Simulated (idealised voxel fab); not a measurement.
This is a process module. Its name is voxel local oxidation.
The figure presents cross-section cut, which has a width of 210 nm and is divided into square cells with an edge length of 5 nm.
Bands, listed from the top down, are how a cross-section gets written in this document; the cross-section itself is a grid of square cells, and a band is one or more rows of them.
Within each band entry, the heights of the top and of the bottom of the band appear first, in that order and in nm; the materials of the band then follow from left to right, each with its corresponding width in nm. The designation "edge to edge" on a single material indicates that it fills the band from edge to edge; the designation "empty" indicates empty space.
The level at which height equals 0 is the one under which the wafer, as it arrives, is entirely one material. No lower edge exists for the bottom band, which continues downward and is notated as in "0..down".
A two-number width, for instance "30 to 40", indicates that the width is equal to the first number in the top row of the band and to the second number in the bottom row, and that it changes by a constant amount per row of cells.
Take "nothing changed" at face value: in the step it is given for, the cross-section changed in none of its cells.
Enclosed voids (no open way to top), threshold 8 cells or more, entry "Sealed void inventory", notation width x height at distance, distance from left edge, nm.
Note: text after step settings on the step line = simulator remark on that step.
"overlay nm" on a masked step: distance the mask lay right of its planned place, negative for left.

# Set out below are the planned steps of the process
- 1: RECEIVE, material Si
- 2: OXIDIZE, depth nm 5
- 3: CONFORMAL_DEP, material SiN, thk nm 15
- 4: MASKED_ETCH, tone cover, mask id ACTIVE, width nm 95, etch materials SiN, depth nm 15, overlay nm 0
- 5: SELECTIVE_ETCH, etch materials SiO2, depth nm 5
- 6: OXIDIZE, depth nm 15
- 7: STRIP, etch materials SiN

# Here's what the wafer looked like in cross-section when it arrived - that's after step 1
0..down = Si edge to edge
Sealed void inventory: none

# Wafer at module end, in section. Began as above, planned as above, run with one mistake
10..-5 = SiO2 edge to edge
-5..down = Si edge to edge
Sealed void inventory: none
Where did the run depart from the plan? step 3 ran as: CONFORMAL_DEP, material SiO2, thk nm 15
